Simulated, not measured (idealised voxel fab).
Process module heading - voxel lift off
Cross-sectional view cut (width: 290 nm; square cell size: 5 nm).
In this document a cross-section is written as a grid of square cells. It is given as a series of bands, listed from the top down, and a band is one or more rows of cells. Top, bottom (nm), then materials left to right with widths (nm); lone material tagged "all across" fills the whole band edge to edge; "air" = empty space. Ref level 0: as-received wafer is one material below here. Bottom band extends down with no lower bound ("0 and below"). Per-row width for "30..40": begins at first number (top row of band), ends at second number (bottom row), increment between rows held constant. "left unchanged" for a step: no cell of the cross-section changed in that step. So "Completely sealed voids" is basically the list of trapped voids: any empty space of 8 cells or more that can't reach the top through an opening. They're written width x height at distance, the distance being from the left edge, and it's all nm. Heads up: the bit after the settings on a step's line is the simulator's remark on that step. Each step line may optionally specify "overlay nm", which for a step with a mask gives the rightward distance between the mask's planned place and where it lay, a negative value indicating the leftward direction.

**Planned step list for the process**
step 1: RECEIVE | material Si
step 2: CONFORMAL_DEP | material SiN | thk nm 15
step 3: PATTERN | tone open | mask id LINES | material resist | width nm 15 | pitch nm 35 | thk nm 15 | overlay nm 0
step 4: DIRECTIONAL_DEP | material Ru | thk nm 5
step 5: STRIP | etch materials resist
step 6: CONFORMAL_DEP | material SiCN | thk nm 10

**This is the cross-section of the wafer as we received it, i.e. after step 1**
    0 and below = Si all across
    Completely sealed voids: none

**Module complete - cross-section of the first of two wafers, run according to plan**
    30 down to 25 = air (75); SiCN (140); air (75)
    25 down to 20 = SiCN all across
    20 down to 15 = SiCN (85); Ru (15); SiCN (20); Ru (15); SiCN (20); Ru (15); SiCN (20); Ru (15); SiCN (85)
    15 down to 0 = SiN all across
    0 and below = Si all across
    Completely sealed voids: none

**This cross-section belongs to the second wafer of two at the end of the module; the start and the plan were shared with the first, and the run included one mistake**
    30 down to 20 = SiCN all across
    20 down to 15 = Ru (85); SiCN (15); Ru (20); SiCN (15); Ru (20); SiCN (15); Ru (20); SiCN (15); Ru (85)
    15 down to 0 = SiN all across
    0 and below = Si all across
    Completely sealed voids: none
Here's what went sideways: step 3 did not happen as planned, as run it was PATTERN | tone cover | mask id LINES | material resist | width nm 15 | pitch nm 35 | thk nm 15 | overlay nm 0
The second wafer ends with more or fewer cells of some materials than the first, per final count: +34 Ru; -4 SiCN
